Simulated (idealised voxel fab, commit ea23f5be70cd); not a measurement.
process module | voxel capacitor over wiring
cross-section cut | 145 nm wide | cells 5 nm
A cross-section is a grid of square cells, given in bands from the top down. A band is one or more rows of cells.
Each band's line starts with the height of the band's top and of its bottom, in nm. Then come its materials from left to right, each with its width in nm. One material with "throughout" fills the band from edge to edge. "air" is empty space.
Height 0 is the level under which the wafer as received is all one material. The lowest band goes on downwards, as in "0 down".
A width such as "30 to 40" changes by the same amount from each row of cells to the next, from the band's top row to its bottom row.
"no change" after a step means that no cell of the cross-section changed.
closed voids: empty space of 8 cells or more with no open way to the top, each as width x height at its distance from the left edge, in nm
after a step's settings: what the simulator itself notes on the step
overlay nm, on a step with a mask: how far to the right of its planned place the mask lay; to the left if negative
plan
1 op RECEIVE | material Si
2 op CONFORMAL_DEP | material SiO2 | thk nm 15
3 op CONFORMAL_DEP | material SiN | thk nm 5
4 op DIRECTIONAL_DEP | material SiO2 | thk nm 20
5 op DIRECTIONAL_DEP | material aC | thk nm 10
6 op PATTERN | tone open | mask id METAL_1 | material resist | width nm 20 | pitch nm 90 | thk nm 30 | overlay nm 0
7 op DIRECTIONAL_ETCH | etch materials aC | depth nm 10
8 op STRIP | etch materials resist
9 op DIRECTIONAL_ETCH | etch materials SiO2 | depth nm 20
10 op DIRECTIONAL_ETCH | etch materials SiN | depth nm 5
11 op STRIP | etch materials aC
12 op CONFORMAL_DEP | material TiN | thk nm 5
13 op FILL_DEP | material Cu | thk nm 10
14 op CMP | height nm 40
15 op CONFORMAL_DEP | material SiCN | thk nm 5
16 op DIRECTIONAL_DEP | material lowk | thk nm 15
17 op DIRECTIONAL_DEP | material aC | thk nm 15
18 op PATTERN | tone open | mask id PLUG_1 | material resist | width nm 15 | thk nm 35 | overlay nm 0
19 op DIRECTIONAL_ETCH | etch materials aC | depth nm 15
20 op STRIP | etch materials resist
21 op DIRECTIONAL_ETCH | etch materials lowk | depth nm 15
22 op DIRECTIONAL_ETCH | etch materials SiCN | depth nm 5
23 op STRIP | etch materials aC
24 op CONFORMAL_DEP | material TiN | thk nm 5
25 op FILL_DEP | material Cu | thk nm 5
26 op CMP | height nm 60
27 op DIRECTIONAL_DEP | material TiN | thk nm 5
28 op DIRECTIONAL_DEP | material SiN | thk nm 5
29 op DIRECTIONAL_DEP | material TiN | thk nm 5
30 op DIRECTIONAL_DEP | material aC | thk nm 10
31 op PATTERN | tone cover | mask id UPPER_PLATE | material resist | width nm 75 | thk nm 30 | overlay nm 0
32 op DIRECTIONAL_ETCH | etch materials aC | depth nm 10
33 op STRIP | etch materials resist
34 op DIRECTIONAL_ETCH | etch materials TiN | depth nm 5
35 op DIRECTIONAL_ETCH | etch materials SiN | depth nm 5
36 op STRIP | etch materials aC
37 op PATTERN | tone cover | mask id LOWER_PLATE | material resist | width nm 85 | thk nm 15 | overlay nm 0
38 op DIRECTIONAL_ETCH | etch materials TiN | depth nm 5
39 op STRIP | etch materials resist
40 op FILL_DEP | material SiO2 | thk nm 20
41 op CMP | height nm 90
42 op PATTERN | tone open | mask id PLUG_2 | material resist | width nm 15 | thk nm 15 | overlay nm 0
43 op DIRECTIONAL_ETCH | etch materials SiO2 | depth nm 15
44 op STRIP | etch materials resist
45 op CONFORMAL_DEP | material TiN | thk nm 5
46 op FILL_DEP | material Ru | thk nm 10
47 op CMP | height nm 90
48 op CONFORMAL_DEP | material SiN | thk nm 5
as received, after step 1
  0 down: Si throughout
  closed voids: none
first wafer at the end, as planned
  95 to 90: SiN throughout
  90 to 80: SiO2 30 | TiN 5 | Ru 5 | TiN 5 | SiO2 100
  80 to 70: SiO2 30 to 20 | TiN 15 to 75 | SiO2 100 to 50
  70 to 65: SiO2 20 | SiN 75 | SiO2 50
  65 to 60: SiO2 15 | TiN 85 | SiO2 45
  60 to 45: lowk 20 | TiN 5 | Cu 5 | TiN 5 | lowk 110
  45 to 40: SiCN 20 | TiN 15 | SiCN 110
  40 to 20: SiO2 15 | TiN 5 | Cu 10 | TiN 5 | SiO2 70 | TiN 5 | Cu 10 | TiN 5 | SiO2 20
  20 to 15: SiN 15 | TiN 20 | SiN 70 | TiN 20 | SiN 20
  15 to 0: SiO2 throughout
  0 down: Si throughout
  closed voids: none
second wafer at the end: like start, like plan, one mistake
  95 to 90: SiN throughout
  90 to 80: SiO2 25 | TiN 5 | Ru 15 | TiN 5 | SiO2 95
  80 to 70: SiO2 25 to 20 | TiN 25 to 75 | SiO2 95 to 50
  70 to 65: SiO2 20 | SiN 75 | SiO2 50
  65 to 60: SiO2 15 | TiN 85 | SiO2 45
  60 to 45: lowk 20 | TiN 5 | Cu 5 | TiN 5 | lowk 110
  45 to 40: SiCN 20 | TiN 15 | SiCN 110
  40 to 20: SiO2 15 | TiN 5 | Cu 10 | TiN 5 | SiO2 70 | TiN 5 | Cu 10 | TiN 5 | SiO2 20
  20 to 15: SiN 15 | TiN 20 | SiN 70 | TiN 20 | SiN 20
  15 to 0: SiO2 throughout
  0 down: Si throughout
  closed voids: none
what went wrong: step 42 ran as: op PATTERN | tone open | mask id PLUG_2 | material resist | width nm 25 | thk nm 15 | overlay nm 0
at the end the second wafer has, in cells: 4 more of Ru | 6 fewer of SiO2 | 2 more of TiN
